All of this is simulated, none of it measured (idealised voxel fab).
process module | voxel ribs on slabs
cross-section cut | 155 nm wide | cells 5 nm
A cross-section is a grid of square cells, given in bands from the top down. A band is one or more rows of cells.
Each band's line starts with the height of the band's top and of its bottom, in nm. Then come its materials from left to right, each with its width in nm. One material with "throughout" fills the band from edge to edge. "air" is empty space.
Height 0 is the level under which the wafer as received is all one material. The lowest band goes on downwards, as in "0 down".
A width such as "30 to 40" changes by the same amount from each row of cells to the next, from the band's top row to its bottom row.
"no change" after a step means that no cell of the cross-section changed.
closed voids: empty space of 8 cells or more with no open way to the top, each as width x height at its distance from the left edge, in nm
after a step's settings: what the simulator itself notes on the step
overlay nm, on a step with a mask: how far to the right of its planned place the mask lay; to the left if negative
plan
1 op RECEIVE | material Si
2 op DIRECTIONAL_DEP | material SiO2 | thk nm 25
3 op DIRECTIONAL_DEP | material SiN | thk nm 20
4 op PATTERN | tone cover | mask id RIB | material resist | width nm 20 | thk nm 20 | overlay nm 0
5 op DIRECTIONAL_ETCH | etch materials SiN | depth nm 10
6 op STRIP | etch materials resist
7 op MASKED_ETCH | tone cover | mask id SLAB | width nm 60 | etch materials SiN | depth nm 10 | overlay nm 0
8 op FILL_DEP | material SiO2 | thk nm 25
9 op CMP | height nm 60
10 op DIRECTIONAL_DEP | material TiN | thk nm 5
11 op MASKED_ETCH | tone cover | mask id HEATER | width nm 30 | etch materials TiN | depth nm 5 | overlay nm 0
12 op CONFORMAL_DEP | material SiO2 | thk nm 5
first wafer, as planned
as received, after step 1
  0 down: Si throughout
  closed voids: none
after step 2
  25 to 0: SiO2 throughout
  below 0: unchanged
after step 3
  45 to 25: SiN throughout
  below 25: unchanged
after step 4
  65 to 45: air 65 | resist 20 | air 70
  below 45: unchanged
after step 5
  65 to 45: air 65 | resist 20 | air 70
  45 to 35: air 65 | SiN 20 | air 70
  below 35: unchanged
after step 6
  45 to 35: air 65 | SiN 20 | air 70
  below 35: unchanged
after step 7
  45 to 35: air 65 | SiN 20 | air 70
  35 to 25: air 45 | SiN 60 | air 50
  below 25: unchanged
after step 8
  70 to 45: SiO2 throughout
  45 to 35: SiO2 65 | SiN 20 | SiO2 70
  35 to 25: SiO2 45 | SiN 60 | SiO2 50
  below 25: unchanged
after step 9
  60 to 45: SiO2 throughout
  below 45: unchanged
after step 10
  65 to 60: TiN throughout
  below 60: unchanged
after step 11
  65 to 60: air 60 | TiN 30 | air 65
  below 60: unchanged
after step 12
  70 to 65: air 55 | SiO2 40 | air 60
  65 to 60: SiO2 60 | TiN 30 | SiO2 65
  below 60: unchanged
second wafer: like start, like plan, one mistake. Through step 3 it matches the first wafer
when step 4 should have ended
  65 to 45: air 55 | resist 20 | air 80
  below 45: unchanged
when step 5 should have ended
  65 to 45: air 55 | resist 20 | air 80
  45 to 35: air 55 | SiN 20 | air 80
  below 35: unchanged
when step 6 should have ended
  45 to 35: air 55 | SiN 20 | air 80
  below 35: unchanged
when step 7 should have ended
  45 to 35: air 55 | SiN 20 | air 80
  35 to 25: air 45 | SiN 60 | air 50
  below 25: unchanged
when step 8 should have ended
  70 to 45: SiO2 throughout
  45 to 35: SiO2 55 | SiN 20 | SiO2 80
  35 to 25: SiO2 45 | SiN 60 | SiO2 50
  below 25: unchanged
when step 9 should have ended
  60 to 45: SiO2 throughout
  below 45: unchanged
when step 10 should have ended
  65 to 60: TiN throughout
  below 60: unchanged
when step 11 should have ended
  65 to 60: air 60 | TiN 30 | air 65
  below 60: unchanged
when step 12 should have ended
  70 to 65: air 55 | SiO2 40 | air 60
  65 to 60: SiO2 60 | TiN 30 | SiO2 65
  below 60: unchanged
what went wrong: step 4 ran as: op PATTERN | tone cover | mask id RIB | material resist | width nm 20 | thk nm 20 | overlay nm -10
at the end the second wafer has, in cells: as many of each material as the first, in other places
